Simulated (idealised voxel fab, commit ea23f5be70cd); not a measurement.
voxel air gaps: a process module
We display cut, a cross-section 205 nm in width whose square cells are each 5 nm.
Cross-section, as written here: a square-cell grid given band by band from the top down, where a band holds one or more rows of cells. Band entry format. Leading values: height of top, height of bottom, nm. Remainder: materials in left-to-right order, each with its width in nm. Special words: "edge to edge" on a single material, which then fills the band edge to edge; "blank", empty space. It should be noted that heights are counted from 0, beneath which the wafer as supplied is of one material throughout, and that the lowest band possesses no lower boundary but continues downward, as written in "from 0 down". Per-row width for "30->40": begins at first number (top row of band), ends at second number (bottom row), increment between rows held constant. A step reported as "changes: none" is a step in which no cell of the cross-section changed. Entry "Enclosed void listing" = empty spaces >= 8 cells with no open way to the top; each as width x height at distance, distance from left edge, all nm. Note: text after step settings on the step line = simulator remark on that step. overlay nm: mask right of planned place by this much (step with mask). Neg. = left.

### This section lists the process steps that were planned
| 1 | RECEIVE (material Si) |
| 2 | CONFORMAL_DEP (material SiO2; thk nm 15) |
| 3 | CONFORMAL_DEP (material SiN; thk nm 5) |
| 4 | DIRECTIONAL_DEP (material lowk; thk nm 40) |
| 5 | MASKED_ETCH (tone open; mask id LINES; width nm 25; pitch nm 55; etch materials lowk; depth nm 40; overlay nm 0) |
| 6 | CONFORMAL_DEP (material TiN; thk nm 5) |
| 7 | FILL_DEP (material Ru; thk nm 5) |
| 8 | CMP (height nm 60) |
| 9 | EPI (material Ru; thk nm 10) |
| 10 | SELECTIVE_ETCH (etch materials lowk; depth nm 50) |
| 11 | CONFORMAL_DEP (material SiCN; thk nm 5) |

### Cross-section of the wafer upon arrival, representing the state reached after step 1
* from 0 down: Si edge to edge
* Enclosed void listing: none

### first wafer at the end, as planned
* from 75 to 70: blank 20 nm / SiCN 165 nm / blank 20 nm
* from 70 to 60: blank 20 nm / SiCN 5 nm / Ru 45 nm / SiCN 10 nm / Ru 45 nm / SiCN 10 nm / Ru 45 nm / SiCN 5 nm / blank 20 nm
* from 60 to 55: blank 20 nm / SiCN 15 nm / TiN 5 nm / Ru 15 nm / TiN 5 nm / SiCN 30 nm / TiN 5 nm / Ru 15 nm / TiN 5 nm / SiCN 30 nm / TiN 5 nm / Ru 15 nm / TiN 5 nm / SiCN 15 nm / blank 20 nm
* from 55 to 25: blank 30 nm / SiCN 5 nm / TiN 5 nm / Ru 15 nm / TiN 5 nm / SiCN 5 nm / blank 20 nm / SiCN 5 nm / TiN 5 nm / Ru 15 nm / TiN 5 nm / SiCN 5 nm / blank 20 nm / SiCN 5 nm / TiN 5 nm / Ru 15 nm / TiN 5 nm / SiCN 5 nm / blank 30 nm
* from 25 to 20: SiCN 35 nm / TiN 25 nm / SiCN 30 nm / TiN 25 nm / SiCN 30 nm / TiN 25 nm / SiCN 35 nm
* from 20 to 15: SiN edge to edge
* from 15 to 0: SiO2 edge to edge
* from 0 down: Si edge to edge
* Enclosed void listing: 20 x 30 at 65; 20 x 30 at 120

### Same start, same plan as the first wafer - but one mistake in the run. Cross-section of the second of the two at the end of the module
* from 70 to 60: blank 25 nm / Ru 45 nm / blank 10 nm / Ru 45 nm / blank 10 nm / Ru 45 nm / blank 25 nm
* from 60 to 25: blank 35 nm / TiN 5 nm / Ru 15 nm / TiN 5 nm / blank 30 nm / TiN 5 nm / Ru 15 nm / TiN 5 nm / blank 30 nm / TiN 5 nm / Ru 15 nm / TiN 5 nm / blank 35 nm
* from 25 to 20: blank 35 nm / TiN 25 nm / blank 30 nm / TiN 25 nm / blank 30 nm / TiN 25 nm / blank 35 nm
* from 20 to 15: SiN edge to edge
* from 15 to 0: SiO2 edge to edge
* from 0 down: Si edge to edge
* Enclosed void listing: none
What was the processing mistake? step 11 of the plan did not run at all; it was left out
Final comparison by cell count, materials where the second wafer has more or fewer than the first: SiCN: 125 fewer
closed voids at the end (first wafer, second wafer): 2, 0
